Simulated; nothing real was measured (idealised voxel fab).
Proc. module: voxel double patterning
The cross-section shown here is cut; it is 230 nm wide and divided into square cells measuring 5 nm on a side.
Cross-section format: a grid of square cells, given as bands from top to bottom; each band is one or more rows of cells.
Each band's line starts with the height of the band's top and of its bottom, in nm. Then come its materials from left to right, each with its width in nm. One material with "full width" fills the band from edge to edge. "blank" is empty space.
Ref level 0: as-received wafer is one material below here. Bottom band extends down with no lower bound ("from 0 down").
Width: "30 to 40" (first number = top row, second number = bottom row, same change from row to row of cells).
Where the words "no alteration" appear for a step, the cross-section shows no cell changed by that step; every cell remained as before.
Listed in "Enclosed voids": every empty space of 8 or more cells without an open way to the top. Form: width x height at distance, the distance being from the left edge, all in nm.
The remark found on a step's line after its settings is issued by the simulator itself and pertains to that step.
overlay nm: on a step with a mask, how far right of its planned place the mask lay; negative means left.
Here's what the planned process steps look like:
1: RECEIVE with material Si
2: CONFORMAL_DEP with material SiO2, thk nm 5
3: DIRECTIONAL_DEP with material TiN, thk nm 20
4: DIRECTIONAL_DEP with material SiCN, thk nm 10
5: MASKED_ETCH with tone open, mask id FIRST, width nm 15, pitch nm 50, etch materials SiCN, depth nm 10, overlay nm 0
6: DIRECTIONAL_DEP with material aC, thk nm 10
7: PATTERN with tone open, mask id SECOND, material resist, width nm 15, pitch nm 50, thk nm 25, overlay nm 0
8: DIRECTIONAL_ETCH with etch materials aC, depth nm 10
9: STRIP with etch materials resist
10: DIRECTIONAL_ETCH with etch materials SiCN, depth nm 10
11: STRIP with etch materials aC
12: DIRECTIONAL_ETCH with etch materials TiN, depth nm 20
13: STRIP with etch materials SiCN
The wafers in this document start out alike and differ in the width nm applied at step 5; the plan shows the value used for the first wafer.
Incoming state of the first of several wafers in cross-section: after step 1:
* from 0 down = Si full width
* Enclosed voids: none
End of the module, past its last step, step 13: how the first of several wafers looks in cross-section:
* from 25 to 5 = TiN 55 nm | blank 15 nm | TiN 10 nm | blank 15 nm | TiN 10 nm | blank 15 nm | TiN 10 nm | blank 15 nm | TiN 10 nm | blank 15 nm | TiN 60 nm
* from 5 to 0 = SiO2 full width
* from 0 down = Si full width
* Enclosed voids: none
End of module: cross-section, last of several wafers:
* from 25 to 5 = TiN 50 nm | blank 45 nm | TiN 5 nm | blank 45 nm | TiN 5 nm | blank 30 nm | TiN 50 nm
* from 5 to 0 = SiO2 full width
* from 0 down = Si full width
* Enclosed voids: none
Wafer rows; end of module; cells per material since receipt: (+) gained, (-) lost; then closed voids:
width nm 15 | +46 SiO2 | +124 TiN | Enclosed voids: none
width nm 20 | +46 SiO2 | +112 TiN | Enclosed voids: none
width nm 25 | +46 SiO2 | +100 TiN | Enclosed voids: none
width nm 30 | +46 SiO2 | +88 TiN | Enclosed voids: none
